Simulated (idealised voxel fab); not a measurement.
Name of the process module below: voxel capacitor over wiring
265 nm wide, 5 nm square cells: that's cross-section cut.
When this document writes out a cross-section, it uses a grid of square cells and lists it as bands, beginning at the top and moving down, with a band standing for one or more rows of cells.
Band entry format. Leading values: height of top, height of bottom, nm. Remainder: materials in left-to-right order, each with its width in nm. Special words: "edge to edge" on a single material, which then fills the band edge to edge; "blank", empty space.
The reference from which all heights are counted is 0, the level beneath which the as-received wafer is entirely one material; the lowest band, having no lower bound, proceeds downward and is written after the example "0 down".
Width "30->40": first value at the band's top row of cells, second value at its bottom row, equal change from row to row.
Take "everything unchanged" at face value: in the step it is given for, the cross-section changed in none of its cells.
"Enclosed empty spaces" lists enclosed empty spaces (at least 8 cells, no open path upward to the top), each as width x height at distance from the left edge, in nm.
after a step's settings: what the simulator itself notes on the step
overlay nm, on a step with a mask: how far to the right of its planned place the mask lay; to the left if negative
[Listed below are the process steps as planned]
1) RECEIVE | material Si
2) CONFORMAL_DEP | material SiO2 | thk nm 15
3) CONFORMAL_DEP | material SiCN | thk nm 5
4) DIRECTIONAL_DEP | material lowk | thk nm 20
5) DIRECTIONAL_DEP | material aC | thk nm 10
6) PATTERN | tone open | mask id METAL_1 | material resist | width nm 30 | pitch nm 80 | thk nm 25 | overlay nm 0
7) DIRECTIONAL_ETCH | etch materials aC | depth nm 10
8) STRIP | etch materials resist
9) DIRECTIONAL_ETCH | etch materials lowk | depth nm 20
10) DIRECTIONAL_ETCH | etch materials SiCN | depth nm 5
11) STRIP | etch materials aC
12) CONFORMAL_DEP | material TiN | thk nm 5
13) FILL_DEP | material Ru | thk nm 10
14) CMP | height nm 40
15) EPI | material Ru | thk nm 5
16) FILL_DEP | material SiCN | thk nm 5
17) DIRECTIONAL_DEP | material SiO2 | thk nm 20
18) DIRECTIONAL_DEP | material aC | thk nm 10
19) PATTERN | tone open | mask id PLUG_1 | material resist | width nm 15 | thk nm 25 | overlay nm 0
20) DIRECTIONAL_ETCH | etch materials aC | depth nm 10
21) STRIP | etch materials resist
22) DIRECTIONAL_ETCH | etch materials SiO2 | depth nm 20
23) DIRECTIONAL_ETCH | etch materials SiCN | depth nm 5
24) STRIP | etch materials aC
25) CONFORMAL_DEP | material TiN | thk nm 5
26) FILL_DEP | material Cu | thk nm 5
27) CMP | height nm 70
28) DIRECTIONAL_DEP | material TiN | thk nm 5
29) DIRECTIONAL_DEP | material SiN | thk nm 5
30) DIRECTIONAL_DEP | material TiN | thk nm 5
31) DIRECTIONAL_DEP | material aC | thk nm 15
32) PATTERN | tone cover | mask id UPPER_PLATE | material resist | width nm 55 | thk nm 30 | overlay nm 0
33) DIRECTIONAL_ETCH | etch materials aC | depth nm 15
34) STRIP | etch materials resist
35) DIRECTIONAL_ETCH | etch materials TiN | depth nm 5
36) DIRECTIONAL_ETCH | etch materials SiN | depth nm 5
37) STRIP | etch materials aC
38) MASKED_ETCH | tone cover | mask id LOWER_PLATE | width nm 65 | etch materials TiN | depth nm 5 | overlay nm 0
39) FILL_DEP | material SiO2 | thk nm 15
40) CMP | height nm 95
41) MASKED_ETCH | tone open | mask id PLUG_2 | width nm 15 | etch materials SiO2 | depth nm 10 | overlay nm 0
42) CONFORMAL_DEP | material TiN | thk nm 5
43) FILL_DEP | material Cu | thk nm 5
44) CMP | height nm 95
45) CONFORMAL_DEP | material SiCN | thk nm 5
[Wafer at receipt (post step 1), cross-section]
0 down | Si edge to edge
Enclosed empty spaces: none
[The following cross-section depicts the wafer upon conclusion of the module. Processing commenced from the starting condition illustrated above and adhered to the plan illustrated above, save for one mistake in execution]
100 to 95 | SiCN edge to edge
95 to 90 | SiO2 100  TiN 5  Cu 5  TiN 5  SiO2 150
90 to 80 | SiO2 100->90  TiN 15->55  SiO2 150->120
80 to 75 | SiO2 90  SiN 55  SiO2 120
75 to 70 | SiO2 85  TiN 65  SiO2 115
70 to 50 | SiO2 90  TiN 5  Cu 5  TiN 5  SiO2 160
50 to 45 | SiCN 90  TiN 15  SiCN 160
45 to 40 | SiCN 70  Ru 40  SiCN 40  Ru 40  SiCN 75
40 to 35 | lowk 75  TiN 5  Ru 20  TiN 5  lowk 50  TiN 5  Ru 20  TiN 5  lowk 80
35 to 30 | SiCN 75  TiN 30  SiCN 50  TiN 30  SiCN 80
30 to 0 | SiO2 edge to edge
0 down | Si edge to edge
Enclosed empty spaces: none
Where did the run depart from the plan? plan step 2 was conducted twice
